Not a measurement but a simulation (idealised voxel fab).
Module name: voxel self aligned contacts (process module)
Square cells of 5 nm make up the cross-section cut, whose width is 185 nm.
When this document writes out a cross-section, it uses a grid of square cells and lists it as bands, beginning at the top and moving down, with a band standing for one or more rows of cells.
Band: top and bottom heights (nm) first, top before bottom; then materials from left to right, widths in nm. "throughout" marks a sole material filling the band edge to edge. "blank" denotes empty space.
Note: height 0 marks the level under which the wafer is uniformly one material as received. Lowest band unbounded below, written "0 nm and below".
So if you see something like "30->40" for the width, read it as the top row of the band sitting at the first number and the bottom row at the second, with every row in between moving by the same amount as the last.
You'll sometimes find "same as before" written for a step, and that's the way of saying that nowhere in the cross-section did a cell change during that step.
Trapped voids: empty space of 8 cells or more with no open way to the top, each as width x height at its distance from the left edge, in nm
On a step's line, text after the settings is the simulator commenting on that step.
Regarding "overlay nm": on a step with a mask, it is the distance the mask lay to the right of its planned place; a negative value places it to the left.

**Intended process steps**
- 1: RECEIVE, material Si
- 2: CONFORMAL_DEP, material SiO2, thk nm 5
- 3: DIRECTIONAL_DEP, material polySi, thk nm 25
- 4: DIRECTIONAL_DEP, material SiN, thk nm 25
- 5: DIRECTIONAL_DEP, material aC, thk nm 15
- 6: PATTERN, tone cover, mask id GATE, material resist, width nm 35, pitch nm 70, thk nm 30, overlay nm 0
- 7: DIRECTIONAL_ETCH, etch materials aC, depth nm 15
- 8: STRIP, etch materials resist
- 9: DIRECTIONAL_ETCH, etch materials SiN, depth nm 25
- 10: DIRECTIONAL_ETCH, etch materials polySi, depth nm 25
- 11: STRIP, etch materials aC
- 12: CONFORMAL_DEP, material SiN, thk nm 10
- 13: DIRECTIONAL_ETCH, etch materials SiN, depth nm 10
- 14: FILL_DEP, material SiO2, thk nm 10
- 15: CMP, height nm 60
- 16: PATTERN, tone open, mask id CONTACT, material resist, width nm 55, thk nm 20, overlay nm 0
- 17: DIRECTIONAL_ETCH, etch materials SiO2, depth nm 60
- 18: STRIP, etch materials resist
- 19: CONFORMAL_DEP, material TiN, thk nm 5
- 20: FILL_DEP, material W, thk nm 5
- 21: CMP, height nm 60
- 22: CONFORMAL_DEP, material SiCN, thk nm 5

**Step 1 complete: cross-section of the wafer as received**
- 0 nm and below: Si throughout
- Trapped voids: none

**End state of the module in cross-section, given the above starting point and plan and one mistake in execution**
- 60 nm to 55 nm: SiCN throughout
- 55 nm to 30 nm: 30 nm SiO2; 55 nm SiN; 5 nm TiN; 5 nm W; 5 nm TiN; 55 nm SiN; 30 nm SiO2
- 30 nm to 5 nm: 30 nm SiO2; 10 nm SiN; 35 nm polySi; 10 nm SiN; 5 nm TiN; 5 nm W; 5 nm TiN; 10 nm SiN; 35 nm polySi; 10 nm SiN; 30 nm SiO2
- 5 nm to 0 nm: 85 nm SiO2; 15 nm TiN; 85 nm SiO2
- 0 nm and below: Si throughout
- Trapped voids: none
Want to know what went wrong? off-plan run, step 21, actual operation and settings CMP, height nm 55
